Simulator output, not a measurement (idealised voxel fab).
process module | voxel tone inversion
cross-section cut | 230 nm wide | cells 5 nm
A cross-section is a grid of square cells, given in bands from the top down. A band is one or more rows of cells.
Each band's line starts with the height of the band's top and of its bottom, in nm. Then come its materials from left to right, each with its width in nm. One material with "throughout" fills the band from edge to edge. "air" is empty space.
Height 0 is the level under which the wafer as received is all one material. The lowest band goes on downwards, as in "0 down".
A width such as "30 to 40" changes by the same amount from each row of cells to the next, from the band's top row to its bottom row.
"no change" after a step means that no cell of the cross-section changed.
closed voids: empty space of 8 cells or more with no open way to the top, each as width x height at its distance from the left edge, in nm
after a step's settings: what the simulator itself notes on the step
overlay nm, on a step with a mask: how far to the right of its planned place the mask lay; to the left if negative
plan
1 op RECEIVE | material Si
2 op CONFORMAL_DEP | material SiN | thk nm 10
3 op DIRECTIONAL_DEP | material polySi | thk nm 15
4 op PATTERN | tone cover | mask id POSTS | material resist | width nm 20 | pitch nm 35 | thk nm 25 | overlay nm 0
5 op DIRECTIONAL_ETCH | etch materials polySi | depth nm 15
6 op STRIP | etch materials resist
7 op FILL_DEP | material lowk | thk nm 5
8 op CMP | height nm 25
9 op STRIP | etch materials polySi
10 op CONFORMAL_DEP | material TiN | thk nm 5
11 op FILL_DEP | material W | thk nm 5
12 op CMP | height nm 25
13 op CONFORMAL_DEP | material SiN | thk nm 5
as received, after step 1
  0 down: Si throughout
  closed voids: none
a wafer at the end: this start, this plan, one mistake
  40 to 25: SiN throughout
  25 to 15: lowk 85 | TiN 5 | W 10 | TiN 5 | lowk 15 | TiN 5 | W 10 | TiN 5 | lowk 90
  15 to 10: lowk 85 | TiN 20 | lowk 15 | TiN 20 | lowk 90
  10 to 0: SiN throughout
  0 down: Si throughout
  closed voids: none
what went wrong: step 13 ran as: op CONFORMAL_DEP | material SiN | thk nm 15
